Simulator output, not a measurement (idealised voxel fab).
Presented below is a process module, voxel released beams.
FYI the section here is cut, 250 nm wide, cells are 5 nm squares.
In what follows, cross-sections appear as grids of square cells, described through bands that run from the top down, where every band is one or more rows of cells.
The entry gives the band's vertical extent as a top height and a bottom height in nm, then its horizontal make-up as materials from left to right, each with a width in nm. "empty" stands for empty space; a single material marked "all across" fills the band edge to edge.
Zero point of the height axis is 0; under it, received wafer = one material. Lowest band: continues down indefinitely, "0 and below".
Graded width ("30->40"): value in top row of band = first number; value in bottom row = second number; row-to-row change constant.
Where the words "no modification" appear for a step, the cross-section shows no cell changed by that step; every cell remained as before.
"Enclosed empty spaces": sealed empty spaces, 8 cells or more, no open way to top, listed width x height at distance, with distance from the left edge and width, height and distance in nm.
Whatever follows a step's settings on its line is a remark the simulator itself makes about that step.
overlay nm, on a step with a mask: how far to the right of its planned place the mask lay; to the left if negative
Note: before/after cross-section pairs follow, one process step per pair, after-side truncated at the lowest changed band, step and settings given beneath. Different runs of this module on the same starting wafer may supply the pairs; a pair continues the one above only where the "Pre-step" entry says so.

## Pre-step
> 45 down to 35 = empty=75, aC=50, empty=125
> 35 down to 30 = empty=70, W=55, empty=125
> 30 down to 25 = empty=70, W=55, aC=45, empty=80
> 25 down to 20 = empty=70, W=10, SiO2=35, W=10, aC=45, empty=80
> 20 down to 10 = W=80, SiO2=35, W=135
> 10 down to 0 = Al2O3 all across
> 0 and below = Si all across
> Enclosed empty spaces: none

## Post-Step Appearance
> 45 down to 35 = empty=75, aC=50, empty=125
> 35 down to 30 = empty=75, W=50, empty=125
> 30 down to 25 = empty=75, W=50, aC=45, empty=80
> 25 down to 20 = empty=70, W=10, SiO2=35, W=10, aC=45, empty=80
> 20 down to 10 = empty=70, W=10, SiO2=35, W=55, empty=80
> Heights below 10 show no change.
> Enclosed empty spaces: none
Which operation lies between the before and after views above? DIRECTIONAL_ETCH, etch materials W, depth nm 10

Pre-step: equal to the after panel directly above.

## Post-Step Appearance
> 35 down to 25 = empty=75, W=50, empty=125
> 25 down to 20 = empty=70, W=10, SiO2=35, W=10, empty=125
> Heights below 20 show no change.
> Enclosed empty spaces: none
Which operation lies between the before and after views above? STRIP, etch materials aC
